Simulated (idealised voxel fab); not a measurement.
The document below concerns the process module designated voxel plated lines.
For reference, the cross-section in this document is cut, with width 180 nm and square cells of 5 nm.
We lay out every cross-section as a grid of square cells and spell it out in bands from the top down, where one band means one or more rows of cells. Heights first: top, then bottom, in nm. Then materials, left to right, each with a width in nm. "throughout" on a single material: fills the band edge to edge. "blank": empty space. A quick word on heights: they are counted from 0, and under that level the wafer as it came to us is one material throughout. The lowest band is different from the rest in having no bottom; it simply continues downward, written as in "0 and below". Per-row width for "30->40": begins at first number (top row of band), ends at second number (bottom row), increment between rows held constant. A step reported as "left unchanged" is a step in which no cell of the cross-section changed. Closed void table: empty space of 8 cells or more with no open way to the top, each as width x height at its distance from the left edge, in nm. On a step's line, text after the settings is the simulator commenting on that step. overlay nm: step with mask; distance mask lay right of planned place; negative value = left of planned place.
Process steps - plan:
| 1 | RECEIVE,material Si |
| 2 | CONFORMAL_DEP,material SiN,thk nm 10 |
| 3 | DIRECTIONAL_DEP,material TiN,thk nm 5 |
| 4 | PATTERN,tone open,mask id LINES,material resist,width nm 15,pitch nm 40,thk nm 30,overlay nm 0 |
| 5 | EPI,material Ru,thk nm 10 |
| 6 | EPI,material Ru,thk nm 10 |
| 7 | STRIP,etch materials resist |
| 8 | DIRECTIONAL_ETCH,etch materials TiN,depth nm 5 |
| 9 | CONFORMAL_DEP,material SiCN,thk nm 10 |
Incoming wafer in cross-section (state: after step 1):
  0 and below = Si throughout
  Closed void table: none
What the wafer looks like in cross-section after this module, when it starts as shown above and follows the plan above but one mistake is made in running it:
  45 down to 35 = 10 of blank; 160 of SiCN; 10 of blank
  35 down to 20 = 10 of blank; 10 of SiCN; 20 of Ru; 20 of SiCN; 20 of Ru; 20 of SiCN; 20 of Ru; 20 of SiCN; 20 of Ru; 10 of SiCN; 10 of blank
  20 down to 15 = 20 of SiCN; 20 of Ru; 20 of SiCN; 20 of Ru; 20 of SiCN; 20 of Ru; 20 of SiCN; 20 of Ru; 20 of SiCN
  15 down to 10 = 20 of SiCN; 20 of TiN; 20 of SiCN; 20 of TiN; 20 of SiCN; 20 of TiN; 20 of SiCN; 20 of TiN; 20 of SiCN
  10 down to 0 = SiN throughout
  0 and below = Si throughout
  Closed void table: none
Run error: it should be noted that step 4 was executed with settings other than those planned, the operation and settings actually applied being PATTERN,tone open,mask id LINES,material resist,width nm 20,pitch nm 40,thk nm 30,overlay nm 0
